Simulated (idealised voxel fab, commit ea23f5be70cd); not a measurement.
process module | voxel air gaps
cross-section cut | 240 nm wide | cells 5 nm
A cross-section is a grid of square cells, given in bands from the top down. A band is one or more rows of cells.
Each band's line starts with the height of the band's top and of its bottom, in nm. Then come its materials from left to right, each with its width in nm. One material with "throughout" fills the band from edge to edge. "air" is empty space.
Height 0 is the level under which the wafer as received is all one material. The lowest band goes on downwards, as in "0 down".
A width such as "30 to 40" changes by the same amount from each row of cells to the next, from the band's top row to its bottom row.
"no change" after a step means that no cell of the cross-section changed.
closed voids: empty space of 8 cells or more with no open way to the top, each as width x height at its distance from the left edge, in nm
after a step's settings: what the simulator itself notes on the step
overlay nm, on a step with a mask: how far to the right of its planned place the mask lay; to the left if negative
plan
1 op RECEIVE | material Si
2 op CONFORMAL_DEP | material SiO2 | thk nm 15
3 op CONFORMAL_DEP | material SiN | thk nm 5
4 op DIRECTIONAL_DEP | material SiO2 | thk nm 35
5 op DIRECTIONAL_DEP | material aC | thk nm 15
6 op PATTERN | tone open | mask id LINES | material resist | width nm 20 | pitch nm 45 | thk nm 35 | overlay nm 0
7 op DIRECTIONAL_ETCH | etch materials aC | depth nm 15
8 op STRIP | etch materials resist
9 op DIRECTIONAL_ETCH | etch materials SiO2 | depth nm 35
10 op STRIP | etch materials aC
11 op CONFORMAL_DEP | material TiN | thk nm 5
12 op FILL_DEP | material Cu | thk nm 5
13 op CMP | height nm 55
14 op EPI | material Ru | thk nm 10
15 op SELECTIVE_ETCH | etch materials SiO2 | depth nm 45
16 op CONFORMAL_DEP | material SiCN | thk nm 5
as received, after step 1
  0 down: Si throughout
  closed voids: none
first wafer at the end, as planned
  70 to 65: air 25 | SiCN 185 | air 30
  65 to 55: air 25 | SiCN 5 | Ru 40 | SiCN 5 | Ru 40 | SiCN 5 | Ru 40 | SiCN 5 | Ru 40 | SiCN 5 | air 30
  55 to 50: air 25 | SiCN 15 | TiN 5 | Cu 10 | TiN 5 | SiCN 25 | TiN 5 | Cu 10 | TiN 5 | SiCN 25 | TiN 5 | Cu 10 | TiN 5 | SiCN 25 | TiN 5 | Cu 10 | TiN 5 | SiCN 15 | air 30
  50 to 25: air 35 | SiCN 5 | TiN 5 | Cu 10 | TiN 5 | SiCN 5 | air 15 | SiCN 5 | TiN 5 | Cu 10 | TiN 5 | SiCN 5 | air 15 | SiCN 5 | TiN 5 | Cu 10 | TiN 5 | SiCN 5 | air 15 | SiCN 5 | TiN 5 | Cu 10 | TiN 5 | SiCN 5 | air 40
  25 to 20: SiCN 40 | TiN 20 | SiCN 25 | TiN 20 | SiCN 25 | TiN 20 | SiCN 25 | TiN 20 | SiCN 45
  20 to 15: SiN throughout
  15 to 0: SiO2 throughout
  0 down: Si throughout
  closed voids: 15 x 25 at 65; 15 x 25 at 110; 15 x 25 at 155
second wafer at the end: like start, like plan, one mistake
  70 to 65: air 25 | SiO2 185 | air 30
  65 to 55: air 25 | SiO2 5 | Ru 40 | SiO2 5 | Ru 40 | SiO2 5 | Ru 40 | SiO2 5 | Ru 40 | SiO2 5 | air 30
  55 to 50: air 25 | SiO2 15 | TiN 5 | Cu 10 | TiN 5 | SiO2 25 | TiN 5 | Cu 10 | TiN 5 | SiO2 25 | TiN 5 | Cu 10 | TiN 5 | SiO2 25 | TiN 5 | Cu 10 | TiN 5 | SiO2 15 | air 30
  50 to 25: air 35 | SiO2 5 | TiN 5 | Cu 10 | TiN 5 | SiO2 5 | air 15 | SiO2 5 | TiN 5 | Cu 10 | TiN 5 | SiO2 5 | air 15 | SiO2 5 | TiN 5 | Cu 10 | TiN 5 | SiO2 5 | air 15 | SiO2 5 | TiN 5 | Cu 10 | TiN 5 | SiO2 5 | air 40
  25 to 20: SiO2 40 | TiN 20 | SiO2 25 | TiN 20 | SiO2 25 | TiN 20 | SiO2 25 | TiN 20 | SiO2 45
  20 to 15: SiN throughout
  15 to 0: SiO2 throughout
  0 down: Si throughout
  closed voids: 15 x 25 at 65; 15 x 25 at 110; 15 x 25 at 155
what went wrong: step 16 ran as: op CONFORMAL_DEP | material SiO2 | thk nm 5
at the end the second wafer has, in cells: 140 fewer of SiCN | 140 more of SiO2
